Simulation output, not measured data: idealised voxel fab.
This is a process module. Its name is voxel tone inversion.
For reference, the cross-section in this document is cut, with width 215 nm and square cells of 5 nm.
For the purposes of this document, a cross-section shall be understood as a grid of square cells, specified as bands listed in top-to-bottom order, each band consisting of one or more rows of cells.
The entry gives the band's vertical extent as a top height and a bottom height in nm, then its horizontal make-up as materials from left to right, each with a width in nm. "blank" stands for empty space; a single material marked "everywhere" fills the band edge to edge.
The reference from which all heights are counted is 0, the level beneath which the as-received wafer is entirely one material; the lowest band, having no lower bound, proceeds downward and is written after the example "z 0 and below".
Quick explanation for "30->40": the width changes in equal steps down the rows of cells, from the first number in the band's top row to the second number in its bottom row.
Where the words "no alteration" appear for a step, the cross-section shows no cell changed by that step; every cell remained as before.
Empty spaces without an open route to the top, at least 8 cells in extent, make up the entry "Enclosed internal cavities"; each is given as width x height at distance, where the distance is measured from the left edge, and all are in nm.
Formally, on a step line, whatever follows the settings is a remark that the simulator itself makes on the step.
overlay nm: where the mask lay relative to plan, measured to the right, on steps with a mask; negatives go left.
[The steps planned for the process are as follows]
1: RECEIVE [material Si]
2: CONFORMAL_DEP [material SiN] [thk nm 10]
3: DIRECTIONAL_DEP [material polySi] [thk nm 25]
4: PATTERN [tone cover] [mask id POSTS] [material resist] [width nm 20] [pitch nm 50] [thk nm 35] [overlay nm 0]
5: DIRECTIONAL_ETCH [etch materials polySi] [depth nm 25]
6: STRIP [etch materials resist]
7: FILL_DEP [material lowk] [thk nm 5]
8: CMP [height nm 35]
9: STRIP [etch materials polySi]
10: CONFORMAL_DEP [material TiN] [thk nm 5]
11: FILL_DEP [material Ru] [thk nm 10]
12: CMP [height nm 35]
13: CONFORMAL_DEP [material SiCN] [thk nm 5]
[Run as planned: first of two wafers]
[As-received wafer cross-section (after step 1)]
* z 0 and below  Si everywhere
* Enclosed internal cavities: none
[After step 2: wafer cross-section]
* z 10 to 0  SiN everywhere
* Anything lower than 0 is untouched.
[After step 3: wafer cross-section]
* z 35 to 10  polySi everywhere
* Anything lower than 10 is untouched.
[After step 4: wafer cross-section]
* z 70 to 35  blank 45, then resist 20, then blank 30, then resist 20, then blank 30, then resist 20, then blank 50
* Anything lower than 35 is untouched.
[After step 5: wafer cross-section]
* z 70 to 35  blank 45, then resist 20, then blank 30, then resist 20, then blank 30, then resist 20, then blank 50
* z 35 to 10  blank 45, then polySi 20, then blank 30, then polySi 20, then blank 30, then polySi 20, then blank 50
* Anything lower than 10 is untouched.
[After step 6: wafer cross-section]
* z 35 to 10  blank 45, then polySi 20, then blank 30, then polySi 20, then blank 30, then polySi 20, then blank 50
* Anything lower than 10 is untouched.
[After step 7: wafer cross-section]
* z 40 to 35  lowk everywhere
* z 35 to 10  lowk 45, then polySi 20, then lowk 30, then polySi 20, then lowk 30, then polySi 20, then lowk 50
* Anything lower than 10 is untouched.
[After step 8: wafer cross-section]
* z 35 to 10  lowk 45, then polySi 20, then lowk 30, then polySi 20, then lowk 30, then polySi 20, then lowk 50
* Anything lower than 10 is untouched.
[After step 9: wafer cross-section]
* z 35 to 10  lowk 45, then blank 20, then lowk 30, then blank 20, then lowk 30, then blank 20, then lowk 50
* Anything lower than 10 is untouched.
[After step 10: wafer cross-section]
* z 40 to 35  TiN 50, then blank 10, then TiN 40, then blank 10, then TiN 40, then blank 10, then TiN 55
* z 35 to 15  lowk 45, then TiN 5, then blank 10, then TiN 5, then lowk 30, then TiN 5, then blank 10, then TiN 5, then lowk 30, then TiN 5, then blank 10, then TiN 5, then lowk 50
* z 15 to 10  lowk 45, then TiN 20, then lowk 30, then TiN 20, then lowk 30, then TiN 20, then lowk 50
* Anything lower than 10 is untouched.
[After step 11: wafer cross-section]
* z 50 to 40  Ru everywhere
* z 40 to 35  TiN 50, then Ru 10, then TiN 40, then Ru 10, then TiN 40, then Ru 10, then TiN 55
* z 35 to 15  lowk 45, then TiN 5, then Ru 10, then TiN 5, then lowk 30, then TiN 5, then Ru 10, then TiN 5, then lowk 30, then TiN 5, then Ru 10, then TiN 5, then lowk 50
* Anything lower than 15 is untouched.
[After step 12: wafer cross-section]
* z 35 to 15  lowk 45, then TiN 5, then Ru 10, then TiN 5, then lowk 30, then TiN 5, then Ru 10, then TiN 5, then lowk 30, then TiN 5, then Ru 10, then TiN 5, then lowk 50
* Anything lower than 15 is untouched.
[After step 13: wafer cross-section]
* z 40 to 35  SiCN everywhere
* Anything lower than 35 is untouched.
[It is to be noted that the second wafer proceeded from the same initial state and according to the same plan as the first, although one mistake was committed in its execution; through step 3, inclusive, the two wafers share an identical history]
[Second wafer, cut view, end of step 4 per plan]
* z 70 to 35  blank 50, then resist 15, then blank 35, then resist 15, then blank 35, then resist 15, then blank 50
* Anything lower than 35 is untouched.
[Second wafer, cut view, end of step 5 per plan]
* z 70 to 35  blank 50, then resist 15, then blank 35, then resist 15, then blank 35, then resist 15, then blank 50
* z 35 to 10  blank 50, then polySi 15, then blank 35, then polySi 15, then blank 35, then polySi 15, then blank 50
* Anything lower than 10 is untouched.
[Second wafer, cut view, end of step 6 per plan]
* z 35 to 10  blank 50, then polySi 15, then blank 35, then polySi 15, then blank 35, then polySi 15, then blank 50
* Anything lower than 10 is untouched.
[Second wafer, cut view, end of step 7 per plan]
* z 40 to 35  lowk everywhere
* z 35 to 10  lowk 50, then polySi 15, then lowk 35, then polySi 15, then lowk 35, then polySi 15, then lowk 50
* Anything lower than 10 is untouched.
[Second wafer, cut view, end of step 8 per plan]
* z 35 to 10  lowk 50, then polySi 15, then lowk 35, then polySi 15, then lowk 35, then polySi 15, then lowk 50
* Anything lower than 10 is untouched.
[Second wafer, cut view, end of step 9 per plan]
* z 35 to 10  lowk 50, then blank 15, then lowk 35, then blank 15, then lowk 35, then blank 15, then lowk 50
* Anything lower than 10 is untouched.
[Second wafer, cut view, end of step 10 per plan]
* z 40 to 35  TiN 55, then blank 5, then TiN 45, then blank 5, then TiN 45, then blank 5, then TiN 55
* z 35 to 15  lowk 50, then TiN 5, then blank 5, then TiN 5, then lowk 35, then TiN 5, then blank 5, then TiN 5, then lowk 35, then TiN 5, then blank 5, then TiN 5, then lowk 50
* z 15 to 10  lowk 50, then TiN 15, then lowk 35, then TiN 15, then lowk 35, then TiN 15, then lowk 50
* Anything lower than 10 is untouched.
[Second wafer, cut view, end of step 11 per plan]
* z 50 to 40  Ru everywhere
* z 40 to 35  TiN 55, then Ru 5, then TiN 45, then Ru 5, then TiN 45, then Ru 5, then TiN 55
* z 35 to 15  lowk 50, then TiN 5, then Ru 5, then TiN 5, then lowk 35, then TiN 5, then Ru 5, then TiN 5, then lowk 35, then TiN 5, then Ru 5, then TiN 5, then lowk 50
* Anything lower than 15 is untouched.
[Second wafer, cut view, end of step 12 per plan]
* z 35 to 15  lowk 50, then TiN 5, then Ru 5, then TiN 5, then lowk 35, then TiN 5, then Ru 5, then TiN 5, then lowk 35, then TiN 5, then Ru 5, then TiN 5, then lowk 50
* Anything lower than 15 is untouched.
[Second wafer, cut view, end of step 13 per plan]
* z 40 to 35  SiCN everywhere
* Anything lower than 35 is untouched.
What went wrong in running the wafer? rather than as planned, step 4 actually ran as PATTERN [tone cover] [mask id POSTS] [material resist] [width nm 15] [pitch nm 50] [thk nm 35] [overlay nm 0]
Final difference in cells, second wafer against first, listed per material as more or fewer: -12 Ru | -3 TiN | +15 lowk
